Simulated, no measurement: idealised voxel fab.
The process module presented herein is designated voxel self aligned contacts.
In the cross-section labelled cut, the width is 260 nm and each square cell is 5 nm.
Format of a cross-section: grid, square cells. Given as bands. Order: top down. Band: one or more rows of cells. Within each band entry, the heights of the top and of the bottom of the band appear first, in that order and in nm; the materials of the band then follow from left to right, each with its corresponding width in nm. The designation "edge to edge" on a single material indicates that it fills the band from edge to edge; the designation "empty" indicates empty space. Measure heights from 0. That's the level where, below it, the as-received wafer is all one material. The lowest band is bottomless and extends downward; write it as in "from 0 down". Per-row width for "30 to 40": begins at first number (top row of band), ends at second number (bottom row), increment between rows held constant. "no modifications" -> step changed no cross-section cell. "Voids lacking openings" enumerates empty spaces isolated from the top, with no open way to it, that contain at least 8 cells, giving each as width x height at distance from the left edge, all three in nm. Formally, on a step line, whatever follows the settings is a remark that the simulator itself makes on the step. "overlay nm" on a masked step: distance the mask lay right of its planned place, negative for left.

The planned process steps are enumerated hereunder
| 1 | RECEIVE [material Si] |
| 2 | CONFORMAL_DEP [material SiO2] [thk nm 5] |
| 3 | DIRECTIONAL_DEP [material polySi] [thk nm 20] |
| 4 | DIRECTIONAL_DEP [material SiN] [thk nm 20] |
| 5 | DIRECTIONAL_DEP [material aC] [thk nm 10] |
| 6 | PATTERN [tone cover] [mask id GATE] [material resist] [width nm 30] [pitch nm 70] [thk nm 25] [overlay nm 0] |
| 7 | DIRECTIONAL_ETCH [etch materials aC] [depth nm 10] |
| 8 | STRIP [etch materials resist] |
| 9 | DIRECTIONAL_ETCH [etch materials SiN] [depth nm 20] |
| 10 | DIRECTIONAL_ETCH [etch materials polySi] [depth nm 20] |
| 11 | STRIP [etch materials aC] |
| 12 | CONFORMAL_DEP [material SiN] [thk nm 10] |
| 13 | DIRECTIONAL_ETCH [etch materials SiN] [depth nm 10] |
| 14 | FILL_DEP [material SiO2] [thk nm 20] |
| 15 | CMP [height nm 55] |
| 16 | MASKED_ETCH [tone open] [mask id CONTACT] [width nm 50] [pitch nm 70] [etch materials SiO2] [depth nm 55] [overlay nm 0] |
| 17 | CONFORMAL_DEP [material TiN] [thk nm 5] |
| 18 | FILL_DEP [material W] [thk nm 5] |
| 19 | CMP [height nm 55] |
| 20 | CONFORMAL_DEP [material SiN] [thk nm 5] |

Delivered wafer in cross-section: state after step 1
  from 0 down: Si edge to edge
  Voids lacking openings: none

Cross-section taken at module completion on the first of two wafers; processed per the plan
  from 60 to 55: SiN edge to edge
  from 55 to 45: SiO2 70 | TiN 5 to 20 | W 40 to 10 | TiN 5 to 20 | SiO2 20 | TiN 5 to 20 | W 40 to 10 | TiN 5 to 20 | SiO2 70
  from 45 to 25: SiO2 35 | SiN 50 | TiN 5 | W 10 | TiN 5 | SiN 50 | TiN 5 | W 10 | TiN 5 | SiN 50 | SiO2 35
  from 25 to 5: SiO2 35 | SiN 10 | polySi 30 | SiN 10 | TiN 5 | W 10 | TiN 5 | SiN 10 | polySi 30 | SiN 10 | TiN 5 | W 10 | TiN 5 | SiN 10 | polySi 30 | SiN 10 | SiO2 35
  from 5 to 0: SiO2 85 | TiN 20 | SiO2 50 | TiN 20 | SiO2 85
  from 0 down: Si edge to edge
  Voids lacking openings: none

Cross-sectional view of the second of two wafers upon completion of the module. This wafer shared its starting condition and process plan with the first; one error was made during its execution
  from 60 to 55: SiN edge to edge
  from 55 to 50: SiO2 70 | TiN 5 | W 40 | TiN 5 | SiO2 20 | TiN 5 | W 40 | TiN 5 | SiO2 70
  from 50 to 45: SiO2 70 | TiN 50 | SiO2 20 | TiN 50 | SiO2 70
  from 45 to 25: SiN 55 | SiO2 10 | SiN 60 | SiO2 10 | SiN 60 | SiO2 10 | SiN 55
  from 25 to 5: polySi 45 | SiN 10 | SiO2 10 | SiN 10 | polySi 40 | SiN 10 | SiO2 10 | SiN 10 | polySi 40 | SiN 10 | SiO2 10 | SiN 10 | polySi 45
  from 5 to 0: SiO2 edge to edge
  from 0 down: Si edge to edge
  Voids lacking openings: none
Deviation noted in wafer processing: step 6 ran as: PATTERN [tone open] [mask id GATE] [material resist] [width nm 30] [pitch nm 70] [thk nm 25] [overlay nm 0]
In the final state, the cell counts of the second wafer exceed or fall short of those of the first for the following materials: SiN: 64 more, SiO2: 56 fewer, TiN: 36 fewer, W: 36 fewer, polySi: 64 more
